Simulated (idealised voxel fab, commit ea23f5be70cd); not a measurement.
The name of this process module is voxel quadruple lines.
The cross-section on display is named cut; it measures 230 nm wide, and its cells are 5 nm squares.
Cross-section, as written here: a square-cell grid given band by band from the top down, where a band holds one or more rows of cells.
What a band's entry tells you: where the top is and where the bottom is, as heights in nm, and after that what lies inside, material by material from left to right, each with its width in nm. Empty space is written as the word "air", and a single material marked with the word "all across" occupies the band from edge to edge.
Note: height 0 marks the level under which the wafer is uniformly one material as received. Lowest band unbounded below, written "0..down".
The width entry "30..40" should be interpreted row by row: the top row of cells in the band takes the first number, the bottom row takes the second number, and the change between adjacent rows is uniform throughout.
When a step is marked "everything unchanged", none of the cells in the cross-section changed during that step.
Heads up: "Voids lacking openings" only lists the empty pockets with no open path to the top that are 8 cells or more, and it writes them as width x height at distance, distance from the left edge, in nm.
Formally, on a step line, whatever follows the settings is a remark that the simulator itself makes on the step.
What "overlay nm" on a step's line means: if the step has a mask, that mask lay this far to the right of its planned place, or, when the value is negative, to the left.

[Intended process steps]
1: RECEIVE [material Si]
2: CONFORMAL_DEP [material Al2O3] [thk nm 10]
3: DIRECTIONAL_DEP [material W] [thk nm 15]
4: DIRECTIONAL_DEP [material polySi] [thk nm 20]
5: DIRECTIONAL_DEP [material aC] [thk nm 20]
6: PATTERN [tone cover] [mask id MANDREL] [material resist] [width nm 35] [pitch nm 100] [thk nm 30] [overlay nm -15]
7: DIRECTIONAL_ETCH [etch materials aC] [depth nm 20]
8: STRIP [etch materials resist]
9: CONFORMAL_DEP [material SiO2] [thk nm 15]
10: DIRECTIONAL_ETCH [etch materials SiO2] [depth nm 15]
11: STRIP [etch materials aC]
12: DIRECTIONAL_ETCH [etch materials polySi] [depth nm 20]
13: STRIP [etch materials SiO2]
14: CONFORMAL_DEP [material SiCN] [thk nm 10]
15: DIRECTIONAL_ETCH [etch materials SiCN] [depth nm 10]
16: STRIP [etch materials polySi]
17: DIRECTIONAL_ETCH [etch materials W] [depth nm 15]
18: STRIP [etch materials SiCN]
19: FILL_DEP [material lowk] [thk nm 5]
20: CMP [height nm 25]
Keep in mind the plan's value for the overlay nm of step 6 comes from the first wafer; the wafers don't share that setting, but they do share the same starting point.

[The first of several wafers, as received after step 1, seen in section]
- 0..down  Si all across
- Voids lacking openings: none

[After the module's final step, step 20: the first of several wafers in cross-section]
- 25..10  lowk: 5 / W: 10 / lowk: 15 / W: 10 / lowk: 15 / W: 10 / lowk: 15 / W: 10 / lowk: 15 / W: 10 / lowk: 15 / W: 10 / lowk: 15 / W: 10 / lowk: 15 / W: 10 / lowk: 40
- 10..0  Al2O3 all across
- 0..down  Si all across
- Voids lacking openings: none

[Last wafer of the set, cross-sectioned at end of module]
- 25..10  lowk: 35 / W: 10 / lowk: 15 / W: 10 / lowk: 15 / W: 10 / lowk: 15 / W: 10 / lowk: 15 / W: 10 / lowk: 15 / W: 10 / lowk: 15 / W: 10 / lowk: 15 / W: 10 / lowk: 10
- 10..0  Al2O3 all across
- 0..down  Si all across
- Voids lacking openings: none

[Per wafer (row), end of module: delta in cells per material since receipt, (+) for gained, (-) for lost; closed voids after that]
overlay nm -15, +92 Al2O3, +48 W, +90 lowk, Voids lacking openings: none
overlay nm -10, +92 Al2O3, +48 W, +90 lowk, Voids lacking openings: none
overlay nm -5, +92 Al2O3, +48 W, +90 lowk, Voids lacking openings: none
overlay nm 0, +92 Al2O3, +48 W, +90 lowk, Voids lacking openings: none
overlay nm 5, +92 Al2O3, +48 W, +90 lowk, Voids lacking openings: none
overlay nm 10, +92 Al2O3, +48 W, +90 lowk, Voids lacking openings: none
overlay nm 15, +92 Al2O3, +48 W, +90 lowk, Voids lacking openings: none
